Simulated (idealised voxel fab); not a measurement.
This is a process module. Its name is voxel gate over fins.
Pictured: cross-section cut, 230 nm wide, on a grid of 5 nm square cells.
A cross-section in this document is a grid of square cells, and it is written down as bands, the top band listed before the ones below it; a band is made up of one or more rows of cells. Read a band's entry like this: the first values are the height of its top and the height of its bottom in nm, and what follows is the sequence of materials from left to right, each with its width in nm. Note that "empty" is empty space, and that a single material marked "all across" reaches across the band from edge to edge. For the purposes of this specification, 0 denotes the height below which the wafer in its as-received condition is composed wholly of one material, and the lowermost band, lacking a lower limit, extends downward without end, as expressed in "0 -> down". Quick explanation for "30 to 40": the width changes in equal steps down the rows of cells, from the first number in the band's top row to the second number in its bottom row. A step reported as "nothing was modified" is a step in which no cell of the cross-section changed. The label "Voids lacking openings" introduces a list of the empty spaces, 8 cells or larger, that have no open way up to the top; each entry in it reads width x height at distance, where the distance is taken from the left edge and all three are stated in nm. The remark found on a step's line after its settings is issued by the simulator itself and pertains to that step. "overlay nm", when on a step's line for a step with a mask, measures how far to the right of its planned place the mask lay; a negative measure means to the left.
[List of planned process steps]
| 1 | RECEIVE with material Si |
| 2 | CONFORMAL_DEP with material SiN, thk nm 10 |
| 3 | MASKED_ETCH with tone cover, mask id FINS, width nm 15, pitch nm 50, etch materials SiN, depth nm 10, overlay nm 0 |
| 4 | MASKED_ETCH with tone cover, mask id FINS, width nm 15, pitch nm 50, etch materials Si, depth nm 35, overlay nm 0 |
| 5 | FILL_DEP with material SiO2, thk nm 5 |
| 6 | CMP with height nm 10 |
| 7 | MASKED_ETCH with tone open, mask id RAIL, width nm 15, etch materials SiO2, depth nm 40, overlay nm 0 |
| 8 | CONFORMAL_DEP with material TiN, thk nm 5 |
| 9 | FILL_DEP with material Ru, thk nm 10 |
| 10 | CMP with height nm 10 |
| 11 | SELECTIVE_ETCH with etch materials W Ru TiN, depth nm 35 |
| 12 | FILL_DEP with material SiO2, thk nm 5 |
| 13 | CMP with height nm 10 |
| 14 | SELECTIVE_ETCH with etch materials SiO2, depth nm 25 |
| 15 | STRIP with etch materials SiN |
| 16 | CONFORMAL_DEP with material HfO2, thk nm 5 |
| 17 | CONFORMAL_DEP with material TiN, thk nm 5 |
| 18 | CONFORMAL_DEP with material TiAl, thk nm 5 |
| 19 | CONFORMAL_DEP with material TiN, thk nm 5 |
| 20 | FILL_DEP with material W, thk nm 10 |
| 21 | CMP with height nm 25 |
| 22 | CONFORMAL_DEP with material SiCN, thk nm 5 |
[Cross-section of the wafer at receipt, which is the condition after step 1]
  0 -> down: Si all across
  Voids lacking openings: none
[Final wafer profile in cross-section after the module, from the same start and plan as above, with one mistake made during processing]
  30 -> 25: SiCN all across
  25 -> 20: 85 W, then 5 TiN, then 45 TiAl, then 5 TiN, then 90 W
  20 -> 15: 60 W, then 30 TiN, then 5 TiAl, then 35 TiN, then 5 TiAl, then 30 TiN, then 65 W
  15 -> 10: 60 W, then 5 TiN, then 30 TiAl, then 5 TiN, then 25 HfO2, then 5 TiN, then 30 TiAl, then 5 TiN, then 65 W
  10 -> 5: 60 W, then 5 TiN, then 5 TiAl, then 30 TiN, then 5 HfO2, then 15 TiN, then 5 HfO2, then 30 TiN, then 5 TiAl, then 5 TiN, then 65 W
  5 -> 0: 65 TiN, then 5 TiAl, then 5 TiN, then 30 HfO2, then 15 TiN, then 30 HfO2, then 5 TiN, then 5 TiAl, then 70 TiN
  0 -> -5: 70 TiAl, then 5 TiN, then 5 HfO2, then 15 Si, then 10 HfO2, then 15 TiN, then 10 HfO2, then 15 Si, then 5 HfO2, then 5 TiN, then 75 TiAl
  -5 -> -10: 75 TiN, then 5 HfO2, then 15 Si, then 10 HfO2, then 15 TiN, then 10 HfO2, then 15 Si, then 5 HfO2, then 80 TiN
  -10 -> -15: 80 HfO2, then 15 Si, then 10 HfO2, then 15 TiN, then 10 HfO2, then 15 Si, then 85 HfO2
  -15 -> -30: 80 SiO2, then 15 Si, then 10 SiO2, then 15 TiN, then 10 SiO2, then 15 Si, then 85 SiO2
  -30 -> -35: 80 SiO2, then 15 Si, then 35 SiO2, then 15 Si, then 85 SiO2
  -35 -> down: Si all across
  Voids lacking openings: none
What broke from the plan during processing? step 12 went in with a setting other than planned; the actual run was FILL_DEP with material TiN, thk nm 5
